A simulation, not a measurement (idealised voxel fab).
Module name: voxel double patterning (process module)
270 nm wide, 5 nm square cells: that's cross-section cut.
Bands, listed from the top down, are how a cross-section gets written in this document; the cross-section itself is a grid of square cells, and a band is one or more rows of them.
Top, bottom (nm), then materials left to right with widths (nm); lone material tagged "everywhere" fills the whole band edge to edge; "empty" = empty space.
Height reference: 0 = level under which incoming wafer is all one material. Lowest band: no bottom, runs on downward, e.g. "0 down".
Width: "30..40" (first number = top row, second number = bottom row, same change from row to row of cells).
Key: "remained unchanged" - step with no changed cell in the cross-section.
"Closed void roster" - sealed voids, min. 8 cells, no opening to top; format: width x height at distance (distance from left edge; nm throughout).
It should be noted that, on the line of a given step, the content following the step's settings is a remark produced by the simulator itself with respect to that step.
overlay nm: for a step with a mask, the amount by which the mask lay right of where it was planned; a negative amount means left of it.

THE PLANNED PROCESS STEPS ARE ENUMERATED HEREUNDER
1) RECEIVE,material Si
2) CONFORMAL_DEP,material SiO2,thk nm 10
3) DIRECTIONAL_DEP,material TiN,thk nm 20
4) DIRECTIONAL_DEP,material SiN,thk nm 5
5) DIRECTIONAL_DEP,material aC,thk nm 10
6) PATTERN,tone open,mask id FIRST,material resist,width nm 15,pitch nm 50,thk nm 30,overlay nm 0
7) DIRECTIONAL_ETCH,etch materials aC,depth nm 10
8) STRIP,etch materials resist
9) DIRECTIONAL_ETCH,etch materials SiN,depth nm 5
10) STRIP,etch materials aC
11) DIRECTIONAL_DEP,material aC,thk nm 10
12) PATTERN,tone open,mask id SECOND,material resist,width nm 15,pitch nm 50,thk nm 30,overlay nm 0
13) DIRECTIONAL_ETCH,etch materials aC,depth nm 10
14) STRIP,etch materials resist
15) DIRECTIONAL_ETCH,etch materials SiN,depth nm 5
16) STRIP,etch materials aC
17) DIRECTIONAL_ETCH,etch materials TiN,depth nm 20
18) STRIP,etch materials SiN

SO, THE FIRST OF OUR TWO WAFERS, RUN JUST AS WE PLANNED IT

DELIVERED WAFER IN CROSS-SECTION: STATE AFTER STEP 1
* 0 down = Si everywhere
* Closed void roster: none

PRESENTED HERE IS A CROSS-SECTION OF THE WAFER AFTER STEP 2 HAS BEEN PERFORMED
* 10 to 0 = SiO2 everywhere
* Nothing below the height 0 has changed.

PRESENTED HERE IS A CROSS-SECTION OF THE WAFER AFTER STEP 3 HAS BEEN PERFORMED
* 30 to 10 = TiN everywhere
* Nothing below the height 10 has changed.

PRESENTED HERE IS A CROSS-SECTION OF THE WAFER AFTER STEP 4 HAS BEEN PERFORMED
* 35 to 30 = SiN everywhere
* Nothing below the height 30 has changed.

PRESENTED HERE IS A CROSS-SECTION OF THE WAFER AFTER STEP 5 HAS BEEN PERFORMED
* 45 to 35 = aC everywhere
* Nothing below the height 35 has changed.

PRESENTED HERE IS A CROSS-SECTION OF THE WAFER AFTER STEP 6 HAS BEEN PERFORMED
* 75 to 45 = resist (75) | empty (15) | resist (35) | empty (15) | resist (35) | empty (15) | resist (80)
* Nothing below the height 45 has changed.

PRESENTED HERE IS A CROSS-SECTION OF THE WAFER AFTER STEP 7 HAS BEEN PERFORMED
* 65 to 45 = resist (75) | empty (15) | resist (35) | empty (15) | resist (35) | empty (15) | resist (80)
* 45 to 35 = aC (75) | empty (15) | aC (35) | empty (15) | aC (35) | empty (15) | aC (80)
* Nothing below the height 35 has changed.

PRESENTED HERE IS A CROSS-SECTION OF THE WAFER AFTER STEP 8 HAS BEEN PERFORMED
* 45 to 35 = aC (75) | empty (15) | aC (35) | empty (15) | aC (35) | empty (15) | aC (80)
* Nothing below the height 35 has changed.

PRESENTED HERE IS A CROSS-SECTION OF THE WAFER AFTER STEP 9 HAS BEEN PERFORMED
* 45 to 35 = aC (75) | empty (15) | aC (35) | empty (15) | aC (35) | empty (15) | aC (80)
* 35 to 30 = SiN (75) | empty (15) | SiN (35) | empty (15) | SiN (35) | empty (15) | SiN (80)
* Nothing below the height 30 has changed.

PRESENTED HERE IS A CROSS-SECTION OF THE WAFER AFTER STEP 10 HAS BEEN PERFORMED
* 35 to 30 = SiN (75) | empty (15) | SiN (35) | empty (15) | SiN (35) | empty (15) | SiN (80)
* Nothing below the height 30 has changed.

PRESENTED HERE IS A CROSS-SECTION OF THE WAFER AFTER STEP 11 HAS BEEN PERFORMED
* 45 to 40 = aC (75) | empty (15) | aC (35) | empty (15) | aC (35) | empty (15) | aC (80)
* 40 to 35 = aC everywhere
* 35 to 30 = SiN (75) | aC (15) | SiN (35) | aC (15) | SiN (35) | aC (15) | SiN (80)
* Nothing below the height 30 has changed.

PRESENTED HERE IS A CROSS-SECTION OF THE WAFER AFTER STEP 12 HAS BEEN PERFORMED
* 75 to 45 = resist (100) | empty (15) | resist (35) | empty (15) | resist (105)
* 45 to 40 = aC (75) | resist (15) | aC (35) | resist (15) | aC (35) | resist (15) | aC (80)
* Nothing below the height 40 has changed.

PRESENTED HERE IS A CROSS-SECTION OF THE WAFER AFTER STEP 13 HAS BEEN PERFORMED
* 65 to 45 = resist (100) | empty (15) | resist (35) | empty (15) | resist (105)
* 45 to 40 = aC (75) | resist (15) | aC (10) | empty (15) | aC (10) | resist (15) | aC (10) | empty (15) | aC (10) | resist (15) | aC (80)
* 40 to 35 = aC (100) | empty (15) | aC (35) | empty (15) | aC (105)
* Nothing below the height 35 has changed.

PRESENTED HERE IS A CROSS-SECTION OF THE WAFER AFTER STEP 14 HAS BEEN PERFORMED
* 45 to 40 = aC (75) | empty (15) | aC (10) | empty (15) | aC (10) | empty (15) | aC (10) | empty (15) | aC (10) | empty (15) | aC (80)
* Nothing below the height 40 has changed.

PRESENTED HERE IS A CROSS-SECTION OF THE WAFER AFTER STEP 15 HAS BEEN PERFORMED
* 45 to 40 = aC (75) | empty (15) | aC (10) | empty (15) | aC (10) | empty (15) | aC (10) | empty (15) | aC (10) | empty (15) | aC (80)
* 40 to 35 = aC (100) | empty (15) | aC (35) | empty (15) | aC (105)
* 35 to 30 = SiN (75) | aC (15) | SiN (10) | empty (15) | SiN (10) | aC (15) | SiN (10) | empty (15) | SiN (10) | aC (15) | SiN (80)
* Nothing below the height 30 has changed.

PRESENTED HERE IS A CROSS-SECTION OF THE WAFER AFTER STEP 16 HAS BEEN PERFORMED
* 35 to 30 = SiN (75) | empty (15) | SiN (10) | empty (15) | SiN (10) | empty (15) | SiN (10) | empty (15) | SiN (10) | empty (15) | SiN (80)
* Nothing below the height 30 has changed.

PRESENTED HERE IS A CROSS-SECTION OF THE WAFER AFTER STEP 17 HAS BEEN PERFORMED
* 35 to 30 = SiN (75) | empty (15) | SiN (10) | empty (15) | SiN (10) | empty (15) | SiN (10) | empty (15) | SiN (10) | empty (15) | SiN (80)
* 30 to 10 = TiN (75) | empty (15) | TiN (10) | empty (15) | TiN (10) | empty (15) | TiN (10) | empty (15) | TiN (10) | empty (15) | TiN (80)
* Nothing below the height 10 has changed.

PRESENTED HERE IS A CROSS-SECTION OF THE WAFER AFTER STEP 18 HAS BEEN PERFORMED
* 30 to 10 = TiN (75) | empty (15) | TiN (10) | empty (15) | TiN (10) | empty (15) | TiN (10) | empty (15) | TiN (10) | empty (15) | TiN (80)
* Nothing below the height 10 has changed.

WAFER TWO: LIKE WAFER ONE IN START AND PLAN, BUT WITH ONE MISTAKE IN EXECUTION; IDENTICAL UP TO AND INCLUDING STEP 2

CROSS-SECTIONAL REPRESENTATION OF THE SECOND WAFER AT THE TIME DESIGNATED IN THE PLAN FOR THE COMPLETION OF STEP 3
* 50 to 10 = TiN everywhere
* Nothing below the height 10 has changed.

CROSS-SECTIONAL REPRESENTATION OF THE SECOND WAFER AT THE TIME DESIGNATED IN THE PLAN FOR THE COMPLETION OF STEP 4
* 55 to 50 = SiN everywhere
* Nothing below the height 50 has changed.

CROSS-SECTIONAL REPRESENTATION OF THE SECOND WAFER AT THE TIME DESIGNATED IN THE PLAN FOR THE COMPLETION OF STEP 5
* 65 to 55 = aC everywhere
* Nothing below the height 55 has changed.

CROSS-SECTIONAL REPRESENTATION OF THE SECOND WAFER AT THE TIME DESIGNATED IN THE PLAN FOR THE COMPLETION OF STEP 6
* 95 to 65 = resist (75) | empty (15) | resist (35) | empty (15) | resist (35) | empty (15) | resist (80)
* Nothing below the height 65 has changed.

CROSS-SECTIONAL REPRESENTATION OF THE SECOND WAFER AT THE TIME DESIGNATED IN THE PLAN FOR THE COMPLETION OF STEP 7
* 85 to 65 = resist (75) | empty (15) | resist (35) | empty (15) | resist (35) | empty (15) | resist (80)
* 65 to 55 = aC (75) | empty (15) | aC (35) | empty (15) | aC (35) | empty (15) | aC (80)
* Nothing below the height 55 has changed.

CROSS-SECTIONAL REPRESENTATION OF THE SECOND WAFER AT THE TIME DESIGNATED IN THE PLAN FOR THE COMPLETION OF STEP 8
* 65 to 55 = aC (75) | empty (15) | aC (35) | empty (15) | aC (35) | empty (15) | aC (80)
* Nothing below the height 55 has changed.

CROSS-SECTIONAL REPRESENTATION OF THE SECOND WAFER AT THE TIME DESIGNATED IN THE PLAN FOR THE COMPLETION OF STEP 9
* 65 to 55 = aC (75) | empty (15) | aC (35) | empty (15) | aC (35) | empty (15) | aC (80)
* 55 to 50 = SiN (75) | empty (15) | SiN (35) | empty (15) | SiN (35) | empty (15) | SiN (80)
* Nothing below the height 50 has changed.

CROSS-SECTIONAL REPRESENTATION OF THE SECOND WAFER AT THE TIME DESIGNATED IN THE PLAN FOR THE COMPLETION OF STEP 10
* 55 to 50 = SiN (75) | empty (15) | SiN (35) | empty (15) | SiN (35) | empty (15) | SiN (80)
* Nothing below the height 50 has changed.

CROSS-SECTIONAL REPRESENTATION OF THE SECOND WAFER AT THE TIME DESIGNATED IN THE PLAN FOR THE COMPLETION OF STEP 11
* 65 to 60 = aC (75) | empty (15) | aC (35) | empty (15) | aC (35) | empty (15) | aC (80)
* 60 to 55 = aC everywhere
* 55 to 50 = SiN (75) | aC (15) | SiN (35) | aC (15) | SiN (35) | aC (15) | SiN (80)
* Nothing below the height 50 has changed.

CROSS-SECTIONAL REPRESENTATION OF THE SECOND WAFER AT THE TIME DESIGNATED IN THE PLAN FOR THE COMPLETION OF STEP 12
* 95 to 65 = resist (100) | empty (15) | resist (35) | empty (15) | resist (105)
* 65 to 60 = aC (75) | resist (15) | aC (35) | resist (15) | aC (35) | resist (15) | aC (80)
* Nothing below the height 60 has changed.

CROSS-SECTIONAL REPRESENTATION OF THE SECOND WAFER AT THE TIME DESIGNATED IN THE PLAN FOR THE COMPLETION OF STEP 13
* 85 to 65 = resist (100) | empty (15) | resist (35) | empty (15) | resist (105)
* 65 to 60 = aC (75) | resist (15) | aC (10) | empty (15) | aC (10) | resist (15) | aC (10) | empty (15) | aC (10) | resist (15) | aC (80)
* 60 to 55 = aC (100) | empty (15) | aC (35) | empty (15) | aC (105)
* Nothing below the height 55 has changed.

CROSS-SECTIONAL REPRESENTATION OF THE SECOND WAFER AT THE TIME DESIGNATED IN THE PLAN FOR THE COMPLETION OF STEP 14
* 65 to 60 = aC (75) | empty (15) | aC (10) | empty (15) | aC (10) | empty (15) | aC (10) | empty (15) | aC (10) | empty (15) | aC (80)
* Nothing below the height 60 has changed.

CROSS-SECTIONAL REPRESENTATION OF THE SECOND WAFER AT THE TIME DESIGNATED IN THE PLAN FOR THE COMPLETION OF STEP 15
* 65 to 60 = aC (75) | empty (15) | aC (10) | empty (15) | aC (10) | empty (15) | aC (10) | empty (15) | aC (10) | empty (15) | aC (80)
* 60 to 55 = aC (100) | empty (15) | aC (35) | empty (15) | aC (105)
* 55 to 50 = SiN (75) | aC (15) | SiN (10) | empty (15) | SiN (10) | aC (15) | SiN (10) | empty (15) | SiN (10) | aC (15) | SiN (80)
* Nothing below the height 50 has changed.

CROSS-SECTIONAL REPRESENTATION OF THE SECOND WAFER AT THE TIME DESIGNATED IN THE PLAN FOR THE COMPLETION OF STEP 16
* 55 to 50 = SiN (75) | empty (15) | SiN (10) | empty (15) | SiN (10) | empty (15) | SiN (10) | empty (15) | SiN (10) | empty (15) | SiN (80)
* Nothing below the height 50 has changed.

CROSS-SECTIONAL REPRESENTATION OF THE SECOND WAFER AT THE TIME DESIGNATED IN THE PLAN FOR THE COMPLETION OF STEP 17
* 55 to 50 = SiN (75) | empty (15) | SiN (10) | empty (15) | SiN (10) | empty (15) | SiN (10) | empty (15) | SiN (10) | empty (15) | SiN (80)
* 50 to 30 = TiN (75) | empty (15) | TiN (10) | empty (15) | TiN (10) | empty (15) | TiN (10) | empty (15) | TiN (10) | empty (15) | TiN (80)
* Nothing below the height 30 has changed.

CROSS-SECTIONAL REPRESENTATION OF THE SECOND WAFER AT THE TIME DESIGNATED IN THE PLAN FOR THE COMPLETION OF STEP 18
* 50 to 30 = TiN (75) | empty (15) | TiN (10) | empty (15) | TiN (10) | empty (15) | TiN (10) | empty (15) | TiN (10) | empty (15) | TiN (80)
* Nothing below the height 30 has changed.
In executing the process, a mistake was made relative to the plan: yeah, plan step 3 got run twice
Wafer comparison, final, in cells, second relative to first, materials more or fewer: TiN: 216 more
